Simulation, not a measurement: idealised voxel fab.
Process module name: voxel ribs on slabs
In the cross-section labelled cut, the width is 295 nm and each square cell is 5 nm.
For the purposes of this document, a cross-section shall be understood as a grid of square cells, specified as bands listed in top-to-bottom order, each band consisting of one or more rows of cells.
A band entry consists of two parts. The first gives the height of the band's top and the height of its bottom, in nm. The rest lists the band's materials from left to right, each with its width in nm. A single material labelled with the word "full width" fills the band from edge to edge, and the word "air" marks empty space.
The reference from which all heights are counted is 0, the level beneath which the as-received wafer is entirely one material; the lowest band, having no lower bound, proceeds downward and is written after the example "0 and below".
Width: "30 to 40" (first number = top row, second number = bottom row, same change from row to row of cells).
You'll sometimes find "no alteration" written for a step, and that's the way of saying that nowhere in the cross-section did a cell change during that step.
For the entry "Enclosed void list", the listed items are empty spaces with no open way to the top whose size is 8 cells or more; each item follows the pattern width x height at distance, where distance is from the left edge and all three are in nm.
Text after the settings on a step's line: the simulator's own remark on that step.
"overlay nm" on a masked step: distance the mask lay right of its planned place, negative for left.

THESE ARE THE STEPS WE PLANNED FOR THE PROCESS
1) RECEIVE | material Si
2) DIRECTIONAL_DEP | material SiO2 | thk nm 25
3) DIRECTIONAL_DEP | material polySi | thk nm 15
4) PATTERN | tone cover | mask id RIB | material resist | width nm 30 | thk nm 15 | overlay nm 0
5) DIRECTIONAL_ETCH | etch materials polySi | depth nm 5
6) STRIP | etch materials resist
7) MASKED_ETCH | tone cover | mask id SLAB | width nm 60 | etch materials polySi | depth nm 10 | overlay nm 0
8) FILL_DEP | material SiO2 | thk nm 20
9) CMP | height nm 55
10) DIRECTIONAL_DEP | material TiN | thk nm 5
11) MASKED_ETCH | tone cover | mask id HEATER | width nm 40 | etch materials TiN | depth nm 5 | overlay nm 0
12) CONFORMAL_DEP | material SiN | thk nm 5

INCOMING WAFER IN CROSS-SECTION (STATE: AFTER STEP 1)
    0 and below = Si full width
    Enclosed void list: none

THE CROSS-SECTION SHOWN CORRESPONDS TO THE WAFER AT THE CONCLUSION OF THE MODULE. THE INITIAL STRUCTURE AND THE PROCESS PLAN ARE THOSE PRESENTED ABOVE; HOWEVER, ONE MISTAKE OCCURRED IN EXECUTING THE PLAN
    65 down to 60 = 120 nm air / 50 nm SiN / 125 nm air
    60 down to 55 = 125 nm SiN / 40 nm TiN / 130 nm SiN
    55 down to 15 = SiO2 full width
    15 down to 0 = polySi full width
    0 and below = Si full width
    Enclosed void list: none
What went wrong in running the wafer? steps 2 and 3 traded places in the executed sequence
